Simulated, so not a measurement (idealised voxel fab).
The process module presented herein is designated voxel gate over fins.
We display cut, a cross-section 245 nm in width whose square cells are each 5 nm.
Bands, listed from the top down, are how a cross-section gets written in this document; the cross-section itself is a grid of square cells, and a band is one or more rows of them.
Heads up on the band format: heights come first, top then bottom, in nm. After that it's the materials left to right, each with its width in nm. A single material flagged "everywhere" fills the whole band edge to edge, and "empty" means there's empty space there.
Heights are expressed relative to 0, this being the level below which the as-received wafer comprises one material exclusively. The lowest band is unbounded in the downward direction and is denoted as in "top 0, no bottom".
A two-number width, for instance "30->40", indicates that the width is equal to the first number in the top row of the band and to the second number in the bottom row, and that it changes by a constant amount per row of cells.
When a step is marked "no modifications", none of the cells in the cross-section changed during that step.
"Sealed void inventory" specifies each empty space that is not open to the top and that occupies no fewer than 8 cells, using the form width x height at distance, the distance measured from the left edge and all three quantities in nm.
Note: text after step settings on the step line = simulator remark on that step.
overlay nm: on a step with a mask, how far right of its planned place the mask lay; negative means left.

-- The following list gives the planned process steps
| 1 | RECEIVE | material Si |
| 2 | CONFORMAL_DEP | material SiN | thk nm 5 |
| 3 | PATTERN | tone cover | mask id FINS | material resist | width nm 15 | pitch nm 35 | thk nm 15 | overlay nm 0 |
| 4 | DIRECTIONAL_ETCH | etch materials SiN | depth nm 5 |
| 5 | DIRECTIONAL_ETCH | etch materials Si | depth nm 40 |
| 6 | STRIP | etch materials resist |
| 7 | FILL_DEP | material SiO2 | thk nm 10 |
| 8 | CMP | height nm 5 |
| 9 | SELECTIVE_ETCH | etch materials SiO2 | depth nm 15 |
| 10 | STRIP | etch materials SiN |
| 11 | CONFORMAL_DEP | material HfO2 | thk nm 5 |
| 12 | CONFORMAL_DEP | material TiN | thk nm 5 |
| 13 | FILL_DEP | material W | thk nm 15 |
| 14 | CMP | height nm 20 |
| 15 | CONFORMAL_DEP | material SiCN | thk nm 5 |

-- Wafer at receipt (post step 1), cross-section
top 0, no bottom = Si everywhere
Sealed void inventory: none

-- Cross-section: first of two wafers, module finished, run according to plan
top 25, bottom 20 = SiCN everywhere
top 20, bottom 10 = W everywhere
top 10, bottom 5 = 50 nm W, then 140 nm TiN, then 55 nm W
top 5, bottom 0 = 50 nm W, then 5 nm TiN, then 25 nm HfO2, then 10 nm TiN, then 25 nm HfO2, then 10 nm TiN, then 25 nm HfO2, then 10 nm TiN, then 25 nm HfO2, then 5 nm TiN, then 55 nm W
top 0, bottom -5 = 55 nm TiN, then 5 nm HfO2, then 15 nm Si, then 5 nm HfO2, then 10 nm TiN, then 5 nm HfO2, then 15 nm Si, then 5 nm HfO2, then 10 nm TiN, then 5 nm HfO2, then 15 nm Si, then 5 nm HfO2, then 10 nm TiN, then 5 nm HfO2, then 15 nm Si, then 5 nm HfO2, then 60 nm TiN
top -5, bottom -10 = 60 nm HfO2, then 15 nm Si, then 20 nm HfO2, then 15 nm Si, then 20 nm HfO2, then 15 nm Si, then 20 nm HfO2, then 15 nm Si, then 65 nm HfO2
top -10, bottom -40 = 60 nm SiO2, then 15 nm Si, then 20 nm SiO2, then 15 nm Si, then 20 nm SiO2, then 15 nm Si, then 20 nm SiO2, then 15 nm Si, then 65 nm SiO2
top -40, no bottom = Si everywhere
Sealed void inventory: none

-- Same start, same plan as the first wafer - but one mistake in the run. Cross-section of the second of the two at the end of the module
top 25, bottom 20 = SiCN everywhere
top 20, bottom 10 = W everywhere
top 10, bottom 5 = TiN everywhere
top 5, bottom 0 = 65 nm HfO2, then 5 nm TiN, then 30 nm HfO2, then 5 nm TiN, then 30 nm HfO2, then 5 nm TiN, then 30 nm HfO2, then 5 nm TiN, then 70 nm HfO2
top 0, bottom -5 = 60 nm Si, then 5 nm HfO2, then 5 nm TiN, then 5 nm HfO2, then 20 nm Si, then 5 nm HfO2, then 5 nm TiN, then 5 nm HfO2, then 20 nm Si, then 5 nm HfO2, then 5 nm TiN, then 5 nm HfO2, then 20 nm Si, then 5 nm HfO2, then 5 nm TiN, then 5 nm HfO2, then 65 nm Si
top -5, bottom -10 = 60 nm Si, then 15 nm HfO2, then 20 nm Si, then 15 nm HfO2, then 20 nm Si, then 15 nm HfO2, then 20 nm Si, then 15 nm HfO2, then 65 nm Si
top -10, bottom -40 = 60 nm Si, then 15 nm SiO2, then 20 nm Si, then 15 nm SiO2, then 20 nm Si, then 15 nm SiO2, then 20 nm Si, then 15 nm SiO2, then 65 nm Si
top -40, no bottom = Si everywhere
Sealed void inventory: none
what went wrong: not per plan at step 3, really ran PATTERN | tone open | mask id FINS | material resist | width nm 15 | pitch nm 35 | thk nm 15 | overlay nm 0
Heads up, by the end the second wafer has more or fewer cells of some materials compared to the first: Si: 200 more; SiO2: 150 fewer; TiN: 8 fewer; W: 42 fewer
